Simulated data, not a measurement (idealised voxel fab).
process module | voxel capacitor over wiring
Section shown: cut. Width: 255 nm. Cell size: 5 nm, square.
Notation: cross-section as square-cell grid; stated in bands, top first, going down; one or more cell rows per band.
Band entry format. Leading values: height of top, height of bottom, nm. Remainder: materials in left-to-right order, each with its width in nm. Special words: "everywhere" on a single material, which then fills the band edge to edge; "blank", empty space.
Basically, 0 is our baseline, since under it the wafer straight out of the box is all one material. The bottom band has no lower end and keeps on going down, so it looks like "0 down".
Width: "30->40" (first number = top row, second number = bottom row, same change from row to row of cells).
"remains unaltered" after a step means that no cell of the cross-section changed.
The entry titled "Closed void inventory" provides the empty spaces that have no open way to the top, restricted to those of 8 cells or more. Each is presented as width x height at distance, the distance being measured from the left edge, with all three in nm.
That trailing text on a step's line, after the settings, is the simulator's own remark on the step.
"overlay nm" on a masked step: distance the mask lay right of its planned place, negative for left.
**The following list gives the planned process steps**
1: RECEIVE (material Si)
2: CONFORMAL_DEP (material SiO2; thk nm 10)
3: CONFORMAL_DEP (material SiN; thk nm 5)
4: DIRECTIONAL_DEP (material SiO2; thk nm 20)
5: PATTERN (tone open; mask id METAL_1; material resist; width nm 30; pitch nm 80; thk nm 15; overlay nm 0)
6: DIRECTIONAL_ETCH (etch materials SiO2; depth nm 20)
7: DIRECTIONAL_ETCH (etch materials SiN; depth nm 5)
8: STRIP (etch materials resist)
9: CONFORMAL_DEP (material TiN; thk nm 5)
10: FILL_DEP (material Ru; thk nm 5)
11: CMP (height nm 35)
12: EPI (material Ru; thk nm 5)
13: FILL_DEP (material SiCN; thk nm 5)
14: DIRECTIONAL_DEP (material lowk; thk nm 10)
15: PATTERN (tone open; mask id PLUG_1; material resist; width nm 15; thk nm 15; overlay nm 0)
16: DIRECTIONAL_ETCH (etch materials lowk; depth nm 10)
17: DIRECTIONAL_ETCH (etch materials SiCN; depth nm 5)
18: STRIP (etch materials resist)
19: EPI (material Ru; thk nm 10)
20: EPI (material Ru; thk nm 5)
21: DIRECTIONAL_DEP (material TiN; thk nm 5)
22: DIRECTIONAL_DEP (material SiN; thk nm 5)
23: DIRECTIONAL_DEP (material TiN; thk nm 10)
24: DIRECTIONAL_DEP (material aC; thk nm 10)
25: PATTERN (tone cover; mask id UPPER_PLATE; material resist; width nm 55; thk nm 25; overlay nm 0)
26: DIRECTIONAL_ETCH (etch materials aC; depth nm 10)
27: STRIP (etch materials resist)
28: DIRECTIONAL_ETCH (etch materials TiN; depth nm 10)
29: DIRECTIONAL_ETCH (etch materials SiN; depth nm 5)
30: STRIP (etch materials aC)
31: PATTERN (tone cover; mask id LOWER_PLATE; material resist; width nm 65; thk nm 20; overlay nm 0)
32: DIRECTIONAL_ETCH (etch materials TiN; depth nm 5)
33: STRIP (etch materials resist)
34: FILL_DEP (material SiO2; thk nm 15)
35: CMP (height nm 85)
36: DIRECTIONAL_DEP (material aC; thk nm 10)
37: PATTERN (tone open; mask id PLUG_2; material resist; width nm 15; thk nm 30; overlay nm 0)
38: DIRECTIONAL_ETCH (etch materials aC; depth nm 10)
39: STRIP (etch materials resist)
40: DIRECTIONAL_ETCH (etch materials SiO2; depth nm 10)
41: STRIP (etch materials aC)
42: CONFORMAL_DEP (material TiN; thk nm 5)
43: FILL_DEP (material Ru; thk nm 5)
44: CMP (height nm 85)
45: CONFORMAL_DEP (material SiN; thk nm 5)
**Cross-section, incoming material, after step 1**
> 0 down  Si everywhere
> Closed void inventory: none
**Final cross-section, module run with one mistake (start and plan as above)**
> 90 to 85  SiN everywhere
> 85 to 80  95 of SiO2, 5 of TiN, 5 of Ru, 5 of TiN, 145 of SiO2
> 80 to 75  95 of SiO2, 15 of TiN, 145 of SiO2
> 75 to 65  85 of SiO2, 55 of TiN, 115 of SiO2
> 65 to 60  85 of SiO2, 55 of SiN, 115 of SiO2
> 60 to 55  80 of SiO2, 65 of TiN, 110 of SiO2
> 55 to 45  85 of lowk, 15 of Ru, 155 of lowk
> 45 to 40  85 of SiCN, 15 of Ru, 155 of SiCN
> 40 to 35  70 of SiCN, 30 of Ru, 50 of SiCN, 30 of Ru, 75 of SiCN
> 35 to 15  75 of SiO2, 5 of TiN, 10 of Ru, 5 of TiN, 60 of SiO2, 5 of TiN, 10 of Ru, 5 of TiN, 80 of SiO2
> 15 to 10  75 of SiN, 20 of TiN, 60 of SiN, 20 of TiN, 80 of SiN
> 10 to 0  SiO2 everywhere
> 0 down  Si everywhere
> Closed void inventory: none
What went wrong in running the wafer? for step 5, the planned setting was not used; the step was instead run as PATTERN (tone open; mask id METAL_1; material resist; width nm 20; pitch nm 80; thk nm 15; overlay nm 0)
